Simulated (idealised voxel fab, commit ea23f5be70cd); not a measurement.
The name of this process module is voxel fin reveal.
The width of the displayed cross-section, cut, is 280 nm; its cells are square, with a size of 5 nm.
Cross-sections here: square-cell grids, written as top-down lists of bands, a band being one or more rows of cells. Top height, bottom height, nm. Materials left to right, width each, nm. Single material + "all across" = fills band edge to edge. "empty" = empty. A quick word on heights: they are counted from 0, and under that level the wafer as it came to us is one material throughout. The lowest band is different from the rest in having no bottom; it simply continues downward, written as in "top 0, no bottom". Width: "30 to 40" (first number = top row, second number = bottom row, same change from row to row of cells). It should be understood that the words "nothing was modified", when stated for a given step, signify that the cross-section underwent no change in any of its cells during that step. Voids not open to the top, 8 cells minimum: see "Closed void entries". Written width x height at distance; distance is from the left edge; nm. The remark found on a step's line after its settings is issued by the simulator itself and pertains to that step. overlay nm: how far to the right of its planned place the mask lay on this masked step (negative: to the left).

# List of planned process steps
1,RECEIVE: material Si
2,CONFORMAL_DEP: material SiN, thk nm 5
3,DIRECTIONAL_DEP: material aC, thk nm 15
4,PATTERN: tone cover, mask id FINS, material resist, width nm 15, pitch nm 40, thk nm 30, overlay nm 0
5,DIRECTIONAL_ETCH: etch materials aC, depth nm 15
6,STRIP: etch materials resist
7,DIRECTIONAL_ETCH: etch materials SiN, depth nm 5
8,DIRECTIONAL_ETCH: etch materials Si, depth nm 40
9,STRIP: etch materials aC
10,FILL_DEP: material SiO2, thk nm 5
11,CMP: height nm 5
12,SELECTIVE_ETCH: etch materials SiO2, depth nm 35
13,STRIP: etch materials SiN

# Concerning the first of two wafers, which was run in accordance with the plan

# As-received state of the wafer in cross-section, equivalent to post-step 1
    top 0, no bottom = Si all across
    Closed void entries: none

# State of the wafer after step 2, shown in cross-section
    top 5, bottom 0 = SiN all across
    Anything lower than 0 is untouched.

# State of the wafer after step 3, shown in cross-section
    top 20, bottom 5 = aC all across
    Anything lower than 5 is untouched.

# State of the wafer after step 4, shown in cross-section
    top 50, bottom 20 = empty=70, then resist=15, then empty=25, then resist=15, then empty=25, then resist=15, then empty=25, then resist=15, then empty=75
    Anything lower than 20 is untouched.

# State of the wafer after step 5, shown in cross-section
    top 35, bottom 20 = empty=70, then resist=15, then empty=25, then resist=15, then empty=25, then resist=15, then empty=25, then resist=15, then empty=75
    top 20, bottom 5 = empty=70, then aC=15, then empty=25, then aC=15, then empty=25, then aC=15, then empty=25, then aC=15, then empty=75
    Anything lower than 5 is untouched.

# State of the wafer after step 6, shown in cross-section
    top 20, bottom 5 = empty=70, then aC=15, then empty=25, then aC=15, then empty=25, then aC=15, then empty=25, then aC=15, then empty=75
    Anything lower than 5 is untouched.

# State of the wafer after step 7, shown in cross-section
    top 20, bottom 5 = empty=70, then aC=15, then empty=25, then aC=15, then empty=25, then aC=15, then empty=25, then aC=15, then empty=75
    top 5, bottom 0 = empty=70, then SiN=15, then empty=25, then SiN=15, then empty=25, then SiN=15, then empty=25, then SiN=15, then empty=75
    Anything lower than 0 is untouched.

# State of the wafer after step 8, shown in cross-section
    top 20, bottom 5 = empty=70, then aC=15, then empty=25, then aC=15, then empty=25, then aC=15, then empty=25, then aC=15, then empty=75
    top 5, bottom 0 = empty=70, then SiN=15, then empty=25, then SiN=15, then empty=25, then SiN=15, then empty=25, then SiN=15, then empty=75
    top 0, bottom -40 = empty=70, then Si=15, then empty=25, then Si=15, then empty=25, then Si=15, then empty=25, then Si=15, then empty=75
    Anything lower than -40 is untouched.

# State of the wafer after step 9, shown in cross-section
    top 5, bottom 0 = empty=70, then SiN=15, then empty=25, then SiN=15, then empty=25, then SiN=15, then empty=25, then SiN=15, then empty=75
    Anything lower than 0 is untouched.

# State of the wafer after step 10, shown in cross-section
    top 10, bottom 5 = SiO2 all across
    top 5, bottom 0 = SiO2=70, then SiN=15, then SiO2=25, then SiN=15, then SiO2=25, then SiN=15, then SiO2=25, then SiN=15, then SiO2=75
    top 0, bottom -40 = SiO2=70, then Si=15, then SiO2=25, then Si=15, then SiO2=25, then Si=15, then SiO2=25, then Si=15, then SiO2=75
    Anything lower than -40 is untouched.

# State of the wafer after step 11, shown in cross-section
    top 5, bottom 0 = SiO2=70, then SiN=15, then SiO2=25, then SiN=15, then SiO2=25, then SiN=15, then SiO2=25, then SiN=15, then SiO2=75
    Anything lower than 0 is untouched.

# State of the wafer after step 12, shown in cross-section
    top 5, bottom 0 = empty=70, then SiN=15, then empty=25, then SiN=15, then empty=25, then SiN=15, then empty=25, then SiN=15, then empty=75
    top 0, bottom -30 = empty=70, then Si=15, then empty=25, then Si=15, then empty=25, then Si=15, then empty=25, then Si=15, then empty=75
    Anything lower than -30 is untouched.

# State of the wafer after step 13, shown in cross-section
    top 0, bottom -30 = empty=70, then Si=15, then empty=25, then Si=15, then empty=25, then Si=15, then empty=25, then Si=15, then empty=75
    Anything lower than -30 is untouched.

# The second wafer: identical to the first at the outset and in its planned sequence, differing only in that one mistake was made during processing; up to and including step 5, its path is the first wafer's path

Cross-section: second wafer, time at which step 6 was scheduled to end: nothing was modified

# Cross-section: second wafer, time at which step 7 was scheduled to end
    top 35, bottom 20 = empty=70, then resist=15, then empty=25, then resist=15, then empty=25, then resist=15, then empty=25, then resist=15, then empty=75
    top 20, bottom 5 = empty=70, then aC=15, then empty=25, then aC=15, then empty=25, then aC=15, then empty=25, then aC=15, then empty=75
    top 5, bottom 0 = empty=70, then SiN=15, then empty=25, then SiN=15, then empty=25, then SiN=15, then empty=25, then SiN=15, then empty=75
    Anything lower than 0 is untouched.

# Cross-section: second wafer, time at which step 8 was scheduled to end
    top 35, bottom 20 = empty=70, then resist=15, then empty=25, then resist=15, then empty=25, then resist=15, then empty=25, then resist=15, then empty=75
    top 20, bottom 5 = empty=70, then aC=15, then empty=25, then aC=15, then empty=25, then aC=15, then empty=25, then aC=15, then empty=75
    top 5, bottom 0 = empty=70, then SiN=15, then empty=25, then SiN=15, then empty=25, then SiN=15, then empty=25, then SiN=15, then empty=75
    top 0, bottom -40 = empty=70, then Si=15, then empty=25, then Si=15, then empty=25, then Si=15, then empty=25, then Si=15, then empty=75
    Anything lower than -40 is untouched.

# Cross-section: second wafer, time at which step 9 was scheduled to end
    top 5, bottom 0 = empty=70, then SiN=15, then empty=25, then SiN=15, then empty=25, then SiN=15, then empty=25, then SiN=15, then empty=75
    Anything lower than 0 is untouched.

# Cross-section: second wafer, time at which step 10 was scheduled to end
    top 10, bottom 5 = SiO2 all across
    top 5, bottom 0 = SiO2=70, then SiN=15, then SiO2=25, then SiN=15, then SiO2=25, then SiN=15, then SiO2=25, then SiN=15, then SiO2=75
    top 0, bottom -40 = SiO2=70, then Si=15, then SiO2=25, then Si=15, then SiO2=25, then Si=15, then SiO2=25, then Si=15, then SiO2=75
    Anything lower than -40 is untouched.

# Cross-section: second wafer, time at which step 11 was scheduled to end
    top 5, bottom 0 = SiO2=70, then SiN=15, then SiO2=25, then SiN=15, then SiO2=25, then SiN=15, then SiO2=25, then SiN=15, then SiO2=75
    Anything lower than 0 is untouched.

# Cross-section: second wafer, time at which step 12 was scheduled to end
    top 5, bottom 0 = empty=70, then SiN=15, then empty=25, then SiN=15, then empty=25, then SiN=15, then empty=25, then SiN=15, then empty=75
    top 0, bottom -30 = empty=70, then Si=15, then empty=25, then Si=15, then empty=25, then Si=15, then empty=25, then Si=15, then empty=75
    Anything lower than -30 is untouched.

# Cross-section: second wafer, time at which step 13 was scheduled to end
    top 0, bottom -30 = empty=70, then Si=15, then empty=25, then Si=15, then empty=25, then Si=15, then empty=25, then Si=15, then empty=75
    Anything lower than -30 is untouched.
So what did we get wrong on this run? no execution of plan step 6; skipped
If you compare the two wafers at the end, their cross-sections are the same, so as far as this model is concerned the mistake changes nothing.
